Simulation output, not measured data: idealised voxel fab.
process module | voxel double patterning
cross-section cut | 275 nm wide | cells 5 nm
A cross-section is a grid of square cells, given in bands from the top down. A band is one or more rows of cells.
Each band's line starts with the height of the band's top and of its bottom, in nm. Then come its materials from left to right, each with its width in nm. One material with "throughout" fills the band from edge to edge. "air" is empty space.
Height 0 is the level under which the wafer as received is all one material. The lowest band goes on downwards, as in "0 down".
A width such as "30 to 40" changes by the same amount from each row of cells to the next, from the band's top row to its bottom row.
"no change" after a step means that no cell of the cross-section changed.
closed voids: empty space of 8 cells or more with no open way to the top, each as width x height at its distance from the left edge, in nm
after a step's settings: what the simulator itself notes on the step
overlay nm, on a step with a mask: how far to the right of its planned place the mask lay; to the left if negative
plan
1 op RECEIVE | material Si
2 op CONFORMAL_DEP | material SiO2 | thk nm 10
3 op DIRECTIONAL_DEP | material polySi | thk nm 15
4 op DIRECTIONAL_DEP | material SiCN | thk nm 5
5 op MASKED_ETCH | tone open | mask id FIRST | width nm 15 | pitch nm 50 | etch materials SiCN | depth nm 5 | overlay nm 0
6 op DIRECTIONAL_DEP | material aC | thk nm 10
7 op PATTERN | tone open | mask id SECOND | material resist | width nm 15 | pitch nm 50 | thk nm 25 | overlay nm 0
8 op DIRECTIONAL_ETCH | etch materials aC | depth nm 10
9 op STRIP | etch materials resist
10 op DIRECTIONAL_ETCH | etch materials SiCN | depth nm 5
11 op STRIP | etch materials aC
12 op DIRECTIONAL_ETCH | etch materials polySi | depth nm 15
13 op STRIP | etch materials SiCN
first wafer, as planned
as received, after step 1
  0 down: Si throughout
  closed voids: none
after step 2
  10 to 0: SiO2 throughout
  below 0: unchanged
after step 3
  25 to 10: polySi throughout
  below 10: unchanged
after step 4
  30 to 25: SiCN throughout
  below 25: unchanged
after step 5
  30 to 25: SiCN 80 | air 15 | SiCN 35 | air 15 | SiCN 35 | air 15 | SiCN 80
  below 25: unchanged
after step 6
  40 to 35: aC 80 | air 15 | aC 35 | air 15 | aC 35 | air 15 | aC 80
  35 to 30: aC throughout
  30 to 25: SiCN 80 | aC 15 | SiCN 35 | aC 15 | SiCN 35 | aC 15 | SiCN 80
  below 25: unchanged
after step 7
  65 to 40: resist 105 | air 15 | resist 35 | air 15 | resist 105
  40 to 35: aC 80 | resist 15 | aC 35 | resist 15 | aC 35 | resist 15 | aC 80
  below 35: unchanged
after step 8
  55 to 40: resist 105 | air 15 | resist 35 | air 15 | resist 105
  40 to 35: aC 80 | resist 15 | aC 10 | air 15 | aC 10 | resist 15 | aC 10 | air 15 | aC 10 | resist 15 | aC 80
  35 to 30: aC 105 | air 15 | aC 35 | air 15 | aC 105
  below 30: unchanged
after step 9
  40 to 35: aC 80 | air 15 | aC 10 | air 15 | aC 10 | air 15 | aC 10 | air 15 | aC 10 | air 15 | aC 80
  below 35: unchanged
after step 10
  40 to 35: aC 80 | air 15 | aC 10 | air 15 | aC 10 | air 15 | aC 10 | air 15 | aC 10 | air 15 | aC 80
  35 to 30: aC 105 | air 15 | aC 35 | air 15 | aC 105
  30 to 25: SiCN 80 | aC 15 | SiCN 10 | air 15 | SiCN 10 | aC 15 | SiCN 10 | air 15 | SiCN 10 | aC 15 | SiCN 80
  below 25: unchanged
after step 11
  30 to 25: SiCN 80 | air 15 | SiCN 10 | air 15 | SiCN 10 | air 15 | SiCN 10 | air 15 | SiCN 10 | air 15 | SiCN 80
  below 25: unchanged
after step 12
  30 to 25: SiCN 80 | air 15 | SiCN 10 | air 15 | SiCN 10 | air 15 | SiCN 10 | air 15 | SiCN 10 | air 15 | SiCN 80
  25 to 10: polySi 80 | air 15 | polySi 10 | air 15 | polySi 10 | air 15 | polySi 10 | air 15 | polySi 10 | air 15 | polySi 80
  below 10: unchanged
after step 13
  25 to 10: polySi 80 | air 15 | polySi 10 | air 15 | polySi 10 | air 15 | polySi 10 | air 15 | polySi 10 | air 15 | polySi 80
  below 10: unchanged
second wafer: like start, like plan, one mistake. Through step 2 it matches the first wafer
when step 3 should have ended
  35 to 10: polySi throughout
  below 10: unchanged
when step 4 should have ended
  40 to 35: SiCN throughout
  below 35: unchanged
when step 5 should have ended
  40 to 35: SiCN 80 | air 15 | SiCN 35 | air 15 | SiCN 35 | air 15 | SiCN 80
  below 35: unchanged
when step 6 should have ended
  50 to 45: aC 80 | air 15 | aC 35 | air 15 | aC 35 | air 15 | aC 80
  45 to 40: aC throughout
  40 to 35: SiCN 80 | aC 15 | SiCN 35 | aC 15 | SiCN 35 | aC 15 | SiCN 80
  below 35: unchanged
when step 7 should have ended
  75 to 50: resist 105 | air 15 | resist 35 | air 15 | resist 105
  50 to 45: aC 80 | resist 15 | aC 35 | resist 15 | aC 35 | resist 15 | aC 80
  below 45: unchanged
when step 8 should have ended
  65 to 50: resist 105 | air 15 | resist 35 | air 15 | resist 105
  50 to 45: aC 80 | resist 15 | aC 10 | air 15 | aC 10 | resist 15 | aC 10 | air 15 | aC 10 | resist 15 | aC 80
  45 to 40: aC 105 | air 15 | aC 35 | air 15 | aC 105
  below 40: unchanged
when step 9 should have ended
  50 to 45: aC 80 | air 15 | aC 10 | air 15 | aC 10 | air 15 | aC 10 | air 15 | aC 10 | air 15 | aC 80
  below 45: unchanged
when step 10 should have ended
  50 to 45: aC 80 | air 15 | aC 10 | air 15 | aC 10 | air 15 | aC 10 | air 15 | aC 10 | air 15 | aC 80
  45 to 40: aC 105 | air 15 | aC 35 | air 15 | aC 105
  40 to 35: SiCN 80 | aC 15 | SiCN 10 | air 15 | SiCN 10 | aC 15 | SiCN 10 | air 15 | SiCN 10 | aC 15 | SiCN 80
  below 35: unchanged
when step 11 should have ended
  40 to 35: SiCN 80 | air 15 | SiCN 10 | air 15 | SiCN 10 | air 15 | SiCN 10 | air 15 | SiCN 10 | air 15 | SiCN 80
  below 35: unchanged
when step 12 should have ended
  40 to 35: SiCN 80 | air 15 | SiCN 10 | air 15 | SiCN 10 | air 15 | SiCN 10 | air 15 | SiCN 10 | air 15 | SiCN 80
  35 to 20: polySi 80 | air 15 | polySi 10 | air 15 | polySi 10 | air 15 | polySi 10 | air 15 | polySi 10 | air 15 | polySi 80
  below 20: unchanged
when step 13 should have ended
  35 to 20: polySi 80 | air 15 | polySi 10 | air 15 | polySi 10 | air 15 | polySi 10 | air 15 | polySi 10 | air 15 | polySi 80
  below 20: unchanged
what went wrong: step 3 ran as: op DIRECTIONAL_DEP | material polySi | thk nm 25
at the end the second wafer has, in cells: 110 more of polySi
